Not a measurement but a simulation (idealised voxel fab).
process module | voxel transistor to metal
cross-section cut | 155 nm wide | cells 5 nm
A cross-section is a grid of square cells, given in bands from the top down. A band is one or more rows of cells.
Each band's line starts with the height of the band's top and of its bottom, in nm. Then come its materials from left to right, each with its width in nm. One material with "throughout" fills the band from edge to edge. "air" is empty space.
Height 0 is the level under which the wafer as received is all one material. The lowest band goes on downwards, as in "0 down".
A width such as "30 to 40" changes by the same amount from each row of cells to the next, from the band's top row to its bottom row.
"no change" after a step means that no cell of the cross-section changed.
closed voids: empty space of 8 cells or more with no open way to the top, each as width x height at its distance from the left edge, in nm
after a step's settings: what the simulator itself notes on the step
overlay nm, on a step with a mask: how far to the right of its planned place the mask lay; to the left if negative
plan
1 op RECEIVE | material Si
2 op OXIDIZE | depth nm 5
3 op CONFORMAL_DEP | material SiN | thk nm 10
4 op MASKED_ETCH | tone cover | mask id ACTIVE | width nm 105 | etch materials SiN | depth nm 10 | overlay nm 0
5 op MASKED_ETCH | tone cover | mask id ACTIVE | width nm 105 | etch materials SiO2 | depth nm 5 | overlay nm 0
6 op MASKED_ETCH | tone cover | mask id ACTIVE | width nm 105 | etch materials Si | depth nm 25 | overlay nm 0
7 op OXIDIZE | depth nm 5
8 op FILL_DEP | material SiO2 | thk nm 5
9 op CMP | height nm 10
10 op SELECTIVE_ETCH | etch materials SiO2 | depth nm 10
11 op STRIP | etch materials SiN
12 op SELECTIVE_ETCH | etch materials SiO2 | depth nm 5
13 op OXIDIZE | depth nm 5
14 op DIRECTIONAL_DEP | material polySi | thk nm 30
15 op DIRECTIONAL_DEP | material SiCN | thk nm 15
16 op DIRECTIONAL_DEP | material aC | thk nm 15
17 op PATTERN | tone cover | mask id GATE | material resist | width nm 25 | thk nm 30 | overlay nm 0
18 op DIRECTIONAL_ETCH | etch materials aC | depth nm 15
19 op STRIP | etch materials resist
20 op DIRECTIONAL_ETCH | etch materials SiCN | depth nm 25
21 op DIRECTIONAL_ETCH | etch materials polySi | depth nm 40
22 op STRIP | etch materials aC
23 op CONFORMAL_DEP | material SiO2 | thk nm 5
24 op DIRECTIONAL_ETCH | etch materials SiO2 | depth nm 5
25 op CONFORMAL_DEP | material SiN | thk nm 5
26 op DIRECTIONAL_ETCH | etch materials SiN | depth nm 5
27 op DIRECTIONAL_ETCH | etch materials SiO2 | depth nm 5
28 op EPI | material nSi | thk nm 5
29 op FILL_DEP | material SiO2 | thk nm 10
30 op CMP | height nm 25
31 op STRIP | etch materials polySi
32 op SELECTIVE_ETCH | etch materials SiO2 | depth nm 5
33 op CONFORMAL_DEP | material HfO2 | thk nm 5
34 op CONFORMAL_DEP | material TiN | thk nm 5
35 op FILL_DEP | material W | thk nm 5
36 op CMP | height nm 20
37 op DIRECTIONAL_DEP | material SiO2 | thk nm 15
38 op DIRECTIONAL_DEP | material aC | thk nm 15
39 op PATTERN | tone open | mask id CONTACT | material resist | width nm 20 | pitch nm 75 | thk nm 35 | overlay nm 0
40 op DIRECTIONAL_ETCH | etch materials aC | depth nm 15
41 op STRIP | etch materials resist
42 op DIRECTIONAL_ETCH | etch materials SiO2 | depth nm 40
43 op STRIP | etch materials aC
44 op CONFORMAL_DEP | material TiN | thk nm 5
45 op FILL_DEP | material W | thk nm 5
46 op CMP | height nm 35
47 op CONFORMAL_DEP | material SiCN | thk nm 5
48 op DIRECTIONAL_DEP | material lowk | thk nm 25
49 op PATTERN | tone open | mask id METAL_1 | material resist | width nm 20 | pitch nm 75 | thk nm 20 | overlay nm 0
50 op DIRECTIONAL_ETCH | etch materials lowk | depth nm 25
51 op DIRECTIONAL_ETCH | etch materials SiCN | depth nm 5
52 op STRIP | etch materials resist
53 op CONFORMAL_DEP | material TiN | thk nm 5
54 op FILL_DEP | material Ru | thk nm 5
55 op CMP | height nm 65
56 op EPI | material Ru | thk nm 5
57 op FILL_DEP | material SiCN | thk nm 5
58 op DIRECTIONAL_DEP | material SiO2 | thk nm 30
59 op PATTERN | tone open | mask id METAL_2_HOLES | material resist | width nm 15 | pitch nm 75 | thk nm 15 | overlay nm 0
60 op DIRECTIONAL_ETCH | etch materials SiO2 | depth nm 30
61 op STRIP | etch materials resist
62 op DIRECTIONAL_DEP | material aC | thk nm 10
63 op PATTERN | tone open | mask id METAL_2 | material resist | width nm 20 | pitch nm 75 | thk nm 25 | overlay nm 0
64 op DIRECTIONAL_ETCH | etch materials aC | depth nm 10
65 op STRIP | etch materials resist
66 op DIRECTIONAL_ETCH | etch materials SiO2 | depth nm 15
67 op DIRECTIONAL_ETCH | etch materials SiCN | depth nm 5
68 op STRIP | etch materials aC
69 op CONFORMAL_DEP | material TiN | thk nm 5
70 op FILL_DEP | material Cu | thk nm 10
71 op CMP | height nm 105
72 op CONFORMAL_DEP | material SiCN | thk nm 5
as received, after step 1
  0 down: Si throughout
  closed voids: none
a wafer at the end: this start, this plan, one mistake
  110 to 105: SiCN throughout
  105 to 95: SiO2 30 | TiN 5 | Cu 10 | TiN 5 | SiO2 55 | TiN 5 | Cu 10 | TiN 5 | SiO2 30
  95 to 90: SiO2 30 | TiN 5 | Cu 5 | TiN 10 | SiO2 55 | TiN 5 | Cu 5 | TiN 10 | SiO2 30
  90 to 75: SiO2 30 | TiN 5 | Cu 5 | TiN 5 | SiO2 60 | TiN 5 | Cu 5 | TiN 5 | SiO2 35
  75 to 70: SiCN 30 | TiN 15 | SiCN 60 | TiN 15 | SiCN 35
  70 to 65: SiCN 25 | Ru 30 | SiCN 45 | Ru 30 | SiCN 25
  65 to 40: lowk 30 | TiN 5 | Ru 10 | TiN 5 | lowk 55 | TiN 5 | Ru 10 | TiN 5 | lowk 30
  40 to 35: SiCN 30 | TiN 20 | SiCN 55 | TiN 20 | SiCN 30
  35 to 20: SiO2 30 | TiN 5 | Cu 10 | TiN 5 | SiO2 55 | TiN 5 | Cu 10 | TiN 5 | SiO2 30
  20 to 0: SiO2 30 | TiN 5 | Cu 10 | TiN 5 | SiO2 5 | SiN 5 | HfO2 5 | TiN 5 | W 15 | TiN 5 | HfO2 5 | SiN 5 | SiO2 5 | TiN 5 | Cu 10 | TiN 5 | SiO2 30
  0 to -5: SiO2 30 | TiN 20 | SiO2 5 | SiN 5 | HfO2 5 | TiN 25 | HfO2 5 | SiN 5 | SiO2 5 | TiN 20 | SiO2 30
  -5 to -10: SiO2 25 | nSi 30 | SiO2 5 | HfO2 35 | SiO2 5 | nSi 30 | SiO2 25
  -10 to -35: SiO2 30 | Si 95 | SiO2 30
  -35 down: Si throughout
  closed voids: none
what went wrong: step 45 ran as: op FILL_DEP | material Cu | thk nm 5
